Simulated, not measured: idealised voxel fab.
voxel self aligned contacts: a process module
Xsec cut, 170 nm wide, square cell size 5 nm.
A cross-section is a grid of square cells, given in bands from the top down. A band is one or more rows of cells.
The entry gives the band's vertical extent as a top height and a bottom height in nm, then its horizontal make-up as materials from left to right, each with a width in nm. "blank" stands for empty space; a single material marked "edge to edge" fills the band edge to edge.
Below 0: as-received wafer, all one material; heights counted from there. Lowest band: no bottom, goes on down, written "from 0 down".
Think of "30..40" as a width that walks from the first number to the second as you go down the band, top row to bottom row, taking equal-sized steps from row to row.
"no change occurred" (step): cross-section cells unchanged, all of them.
In "Entrapped void list" the enclosed voids are listed, meaning empty spaces of 8 cells or larger without any opening to the top. The form is width x height at distance, distance from the left edge, units nm.
Note: text after step settings on the step line = simulator remark on that step.
If you see "overlay nm" on a step's line and that step has a mask, it's telling you how far right of where it was planned the mask ended up; a negative number means it went left instead.

# The planned process steps are enumerated hereunder
1: RECEIVE,material Si
2: OXIDIZE,depth nm 5
3: DIRECTIONAL_DEP,material polySi,thk nm 30
4: DIRECTIONAL_DEP,material SiN,thk nm 20
5: PATTERN,tone cover,mask id GATE,material resist,width nm 25,pitch nm 50,thk nm 20,overlay nm 0
6: DIRECTIONAL_ETCH,etch materials SiN,depth nm 20
7: DIRECTIONAL_ETCH,etch materials polySi,depth nm 30
8: STRIP,etch materials resist
9: CONFORMAL_DEP,material SiN,thk nm 5
10: DIRECTIONAL_ETCH,etch materials SiN,depth nm 5
11: FILL_DEP,material SiO2,thk nm 15
12: CMP,height nm 55
13: MASKED_ETCH,tone open,mask id CONTACT,width nm 35,etch materials SiO2,depth nm 60,overlay nm -15
14: CONFORMAL_DEP,material TiN,thk nm 5
15: FILL_DEP,material W,thk nm 10
16: CMP,height nm 55
17: CONFORMAL_DEP,material SiCN,thk nm 5
For this document, wafers share an identical start and vary in the step 13 overlay nm; the plan quotes the first wafer's value.

# The first of several wafers as received, shown in cross-section; this is its state after step 1
    from 0 down | Si edge to edge
    Entrapped void list: none

# End of module: cross-section of the first of several wafers after step 17, the last step
    from 60 to 55 | SiCN edge to edge
    from 55 to 50 | SiO2 50; TiN 35; SiO2 85
    from 50 to 30 | SiO2 40; SiN 35; TiN 10; SiO2 5; SiN 35; SiO2 45
    from 30 to 0 | SiO2 40; SiN 5; polySi 25; SiN 5; TiN 10; SiO2 5; SiN 5; polySi 25; SiN 5; SiO2 45
    from 0 to -5 | SiO2 75; TiN 10; SiO2 85
    from -5 down | Si edge to edge
    Entrapped void list: none

# Last wafer x-sec, end of module
    from 60 to 55 | SiCN edge to edge
    from 55 to 50 | SiO2 80; TiN 35; SiO2 55
    from 50 to 30 | SiO2 40; SiN 35; SiO2 5; TiN 10; SiN 35; SiO2 45
    from 30 to 0 | SiO2 40; SiN 5; polySi 25; SiN 5; SiO2 5; TiN 10; SiN 5; polySi 25; SiN 5; SiO2 45
    from 0 to -5 | SiO2 80; TiN 10; SiO2 80
    from -5 down | Si edge to edge
    Entrapped void list: none

# Quick key for the table: a row per wafer, taken at the end of the module. For each material it tells you how many cells the wafer gained (+) or lost (-) since it came in, and the closed voids come after
overlay nm -15; -34 Si; +34 SiCN; +80 SiN; +239 SiO2; +29 TiN; +60 polySi; Entrapped void list: none
overlay nm -10; -34 Si; +34 SiCN; +80 SiN; +228 SiO2; +29 TiN; +11 W; +60 polySi; Entrapped void list: none
overlay nm -5; -34 Si; +34 SiCN; +80 SiN; +228 SiO2; +29 TiN; +11 W; +60 polySi; Entrapped void list: none
overlay nm 0; -34 Si; +34 SiCN; +80 SiN; +228 SiO2; +29 TiN; +11 W; +60 polySi; Entrapped void list: none
overlay nm 5; -34 Si; +34 SiCN; +80 SiN; +228 SiO2; +29 TiN; +11 W; +60 polySi; Entrapped void list: none
overlay nm 10; -34 Si; +34 SiCN; +80 SiN; +228 SiO2; +29 TiN; +11 W; +60 polySi; Entrapped void list: none
overlay nm 15; -34 Si; +34 SiCN; +80 SiN; +239 SiO2; +29 TiN; +60 polySi; Entrapped void list: none
